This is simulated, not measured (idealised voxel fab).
Documented hereafter: the process module known as voxel transistor to metal.
In the cross-section labelled cut, the width is 275 nm and each square cell is 5 nm.
A cross-section is written here as square cells arranged in a grid, and it is given in bands from the top down, each band taking up one or more rows of cells. Look at the band entry: it leads with the top's height and the bottom's height in nm. Then it lists the materials left to right, with a width in nm for each. The word "edge to edge" on a single material says that material fills the band edge to edge. The word "blank" is empty space. Heights are reckoned from 0. Under this level, the received wafer is all of one material. The bottommost band is open-ended downward, for example "top 0, no bottom". A width given as "30..40" starts at the first number in the band's top row and ends at the second number in its bottom row, shifting by an equal amount at every step from row to row. "remained unchanged" (step): cross-section cells unchanged, all of them. Fully enclosed voids: empty space of 8 cells or more with no open way to the top, each as width x height at its distance from the left edge, in nm. Read whatever lies past the settings on a step's line as the simulator's own remark about the step. overlay nm, on a step with a mask: how far to the right of its planned place the mask lay; to the left if negative.

-- Steps in the process plan
step 1: RECEIVE [material Si]
step 2: CONFORMAL_DEP [material SiO2] [thk nm 5]
step 3: CONFORMAL_DEP [material SiN] [thk nm 10]
step 4: DIRECTIONAL_DEP [material aC] [thk nm 10]
step 5: PATTERN [tone cover] [mask id ACTIVE] [material resist] [width nm 105] [pitch nm 125] [thk nm 30] [overlay nm 0]
step 6: DIRECTIONAL_ETCH [etch materials aC] [depth nm 10]
step 7: STRIP [etch materials resist]
step 8: DIRECTIONAL_ETCH [etch materials SiN] [depth nm 10]
step 9: DIRECTIONAL_ETCH [etch materials SiO2] [depth nm 5]
step 10: DIRECTIONAL_ETCH [etch materials Si] [depth nm 20]
step 11: STRIP [etch materials aC]
step 12: OXIDIZE [depth nm 5]
step 13: FILL_DEP [material SiO2] [thk nm 15]
step 14: CMP [height nm 15]
step 15: SELECTIVE_ETCH [etch materials SiO2] [depth nm 10]
step 16: STRIP [etch materials SiN]
step 17: SELECTIVE_ETCH [etch materials SiO2] [depth nm 5]
step 18: OXIDIZE [depth nm 5]
step 19: DIRECTIONAL_DEP [material polySi] [thk nm 25]
step 20: DIRECTIONAL_DEP [material SiCN] [thk nm 15]
step 21: PATTERN [tone cover] [mask id GATE] [material resist] [width nm 25] [pitch nm 125] [thk nm 15] [overlay nm 0]
step 22: DIRECTIONAL_ETCH [etch materials SiCN] [depth nm 25]
step 23: DIRECTIONAL_ETCH [etch materials polySi] [depth nm 35]
step 24: STRIP [etch materials resist]
step 25: CONFORMAL_DEP [material SiO2] [thk nm 5]
step 26: DIRECTIONAL_ETCH [etch materials SiO2] [depth nm 5]
step 27: CONFORMAL_DEP [material SiN] [thk nm 10]
step 28: DIRECTIONAL_ETCH [etch materials SiN] [depth nm 10]
step 29: DIRECTIONAL_ETCH [etch materials SiO2] [depth nm 5]
step 30: EPI [material SiGe] [thk nm 5]
step 31: FILL_DEP [material SiO2] [thk nm 10]
step 32: CMP [height nm 25]
step 33: STRIP [etch materials polySi]
step 34: SELECTIVE_ETCH [etch materials SiO2] [depth nm 5]
step 35: CONFORMAL_DEP [material HfO2] [thk nm 5]
step 36: CONFORMAL_DEP [material TiN] [thk nm 5]
step 37: FILL_DEP [material W] [thk nm 5]
step 38: CMP [height nm 20]
step 39: DIRECTIONAL_DEP [material SiO2] [thk nm 10]
step 40: MASKED_ETCH [tone open] [mask id CONTACT] [width nm 15] [etch materials SiO2] [depth nm 30] [overlay nm 0]
step 41: CONFORMAL_DEP [material TiN] [thk nm 5]
step 42: FILL_DEP [material Ru] [thk nm 5]
step 43: CMP [height nm 30]
step 44: DIRECTIONAL_DEP [material TiN] [thk nm 5]
step 45: DIRECTIONAL_DEP [material Ru] [thk nm 25]
step 46: PATTERN [tone cover] [mask id METAL_1] [material resist] [width nm 15] [thk nm 20] [overlay nm 0]
step 47: DIRECTIONAL_ETCH [etch materials Ru] [depth nm 25]
step 48: DIRECTIONAL_ETCH [etch materials TiN] [depth nm 5]
step 49: STRIP [etch materials resist]
step 50: FILL_DEP [material lowk] [thk nm 5]
step 51: CMP [height nm 60]
step 52: CONFORMAL_DEP [material SiN] [thk nm 5]

-- Incoming wafer, cross-sectional view, post step 1
* top 0, no bottom  Si edge to edge
* Fully enclosed voids: none

-- First of two wafers at the end of the module, shown in cross-section; run carried out as planned
* top 65, bottom 60  SiN edge to edge
* top 60, bottom 35  lowk 25 nm, then Ru 15 nm, then lowk 65 nm, then Ru 15 nm, then lowk 30 nm, then Ru 15 nm, then lowk 65 nm, then Ru 15 nm, then lowk 30 nm
* top 35, bottom 30  lowk 25 nm, then TiN 15 nm, then lowk 65 nm, then TiN 15 nm, then lowk 30 nm, then TiN 15 nm, then lowk 65 nm, then TiN 15 nm, then lowk 30 nm
* top 30, bottom 20  SiO2 25 nm, then TiN 5 nm, then Ru 5 nm, then TiN 5 nm, then SiO2 65 nm, then TiN 5 nm, then Ru 5 nm, then TiN 5 nm, then SiO2 30 nm, then TiN 5 nm, then Ru 5 nm, then TiN 5 nm, then SiO2 65 nm, then TiN 5 nm, then Ru 5 nm, then TiN 5 nm, then SiO2 30 nm
* top 20, bottom 5  SiO2 25 nm, then TiN 5 nm, then Ru 5 nm, then TiN 5 nm, then SiO2 5 nm, then SiN 10 nm, then HfO2 5 nm, then TiN 5 nm, then W 15 nm, then TiN 5 nm, then HfO2 5 nm, then SiN 10 nm, then SiO2 5 nm, then TiN 5 nm, then Ru 5 nm, then TiN 5 nm, then SiO2 30 nm, then TiN 5 nm, then Ru 5 nm, then TiN 5 nm, then SiO2 5 nm, then SiN 10 nm, then HfO2 5 nm, then TiN 5 nm, then W 15 nm, then TiN 5 nm, then HfO2 5 nm, then SiN 10 nm, then SiO2 5 nm, then TiN 5 nm, then Ru 5 nm, then TiN 5 nm, then SiO2 30 nm
* top 5, bottom 0  SiO2 25 nm, then TiN 15 nm, then SiO2 5 nm, then SiN 10 nm, then HfO2 5 nm, then TiN 25 nm, then HfO2 5 nm, then SiN 10 nm, then SiO2 5 nm, then TiN 15 nm, then SiO2 30 nm, then TiN 15 nm, then SiO2 5 nm, then SiN 10 nm, then HfO2 5 nm, then TiN 25 nm, then HfO2 5 nm, then SiN 10 nm, then SiO2 5 nm, then TiN 15 nm, then SiO2 30 nm
* top 0, bottom -5  SiO2 20 nm, then SiGe 25 nm, then SiO2 10 nm, then HfO2 35 nm, then SiO2 10 nm, then SiGe 25 nm, then SiO2 20 nm, then SiGe 25 nm, then SiO2 10 nm, then HfO2 35 nm, then SiO2 10 nm, then SiGe 25 nm, then SiO2 25 nm
* top -5, bottom -25  SiO2 25 nm, then Si 95 nm, then SiO2 30 nm, then Si 95 nm, then SiO2 30 nm
* top -25, no bottom  Si edge to edge
* Fully enclosed voids: none

-- Here's the second of our two wafers sectioned at module end. Same start as the first, same plan, but one mistake got made running it
* top 65, bottom 60  SiN edge to edge
* top 60, bottom 35  lowk 25 nm, then Ru 15 nm, then lowk 65 nm, then Ru 15 nm, then lowk 30 nm, then Ru 15 nm, then lowk 65 nm, then Ru 15 nm, then lowk 30 nm
* top 35, bottom 30  lowk 25 nm, then TiN 15 nm, then lowk 65 nm, then TiN 15 nm, then lowk 30 nm, then TiN 15 nm, then lowk 65 nm, then TiN 15 nm, then lowk 30 nm
* top 30, bottom 20  SiO2 25 nm, then TiN 5 nm, then Ru 5 nm, then TiN 5 nm, then SiO2 65 nm, then TiN 5 nm, then Ru 5 nm, then TiN 5 nm, then SiO2 30 nm, then TiN 5 nm, then Ru 5 nm, then TiN 5 nm, then SiO2 65 nm, then TiN 5 nm, then Ru 5 nm, then TiN 5 nm, then SiO2 30 nm
* top 20, bottom 5  SiO2 25 nm, then TiN 5 nm, then Ru 5 nm, then TiN 5 nm, then SiO2 5 nm, then SiN 10 nm, then HfO2 5 nm, then TiN 5 nm, then W 15 nm, then TiN 5 nm, then HfO2 5 nm, then SiN 10 nm, then SiO2 5 nm, then TiN 5 nm, then Ru 5 nm, then TiN 5 nm, then SiO2 30 nm, then TiN 5 nm, then Ru 5 nm, then TiN 5 nm, then SiO2 5 nm, then SiN 10 nm, then HfO2 5 nm, then TiN 5 nm, then W 15 nm, then TiN 5 nm, then HfO2 5 nm, then SiN 10 nm, then SiO2 5 nm, then TiN 5 nm, then Ru 5 nm, then TiN 5 nm, then SiO2 30 nm
* top 5, bottom 0  SiO2 25 nm, then TiN 15 nm, then SiO2 5 nm, then SiN 10 nm, then HfO2 5 nm, then TiN 25 nm, then HfO2 5 nm, then SiN 10 nm, then SiO2 5 nm, then TiN 15 nm, then SiO2 30 nm, then TiN 15 nm, then SiO2 5 nm, then SiN 10 nm, then HfO2 5 nm, then TiN 25 nm, then HfO2 5 nm, then SiN 10 nm, then SiO2 5 nm, then TiN 15 nm, then SiO2 30 nm
* top 0, bottom -5  SiO2 25 nm, then SiGe 20 nm, then SiO2 10 nm, then HfO2 35 nm, then SiO2 10 nm, then SiGe 20 nm, then SiO2 30 nm, then SiGe 20 nm, then SiO2 10 nm, then HfO2 35 nm, then SiO2 10 nm, then SiGe 20 nm, then SiO2 30 nm
* top -5, bottom -25  SiO2 30 nm, then Si 85 nm, then SiO2 40 nm, then Si 85 nm, then SiO2 35 nm
* top -25, no bottom  Si edge to edge
* Fully enclosed voids: none
Misprocessing identified: step 5 deviated from plan and actually ran as PATTERN [tone cover] [mask id ACTIVE] [material resist] [width nm 95] [pitch nm 125] [thk nm 30] [overlay nm 0]
FYI, end of process, the second wafer has more or fewer cells of some materials than the first: Si -16, SiGe -4, SiO2 +20
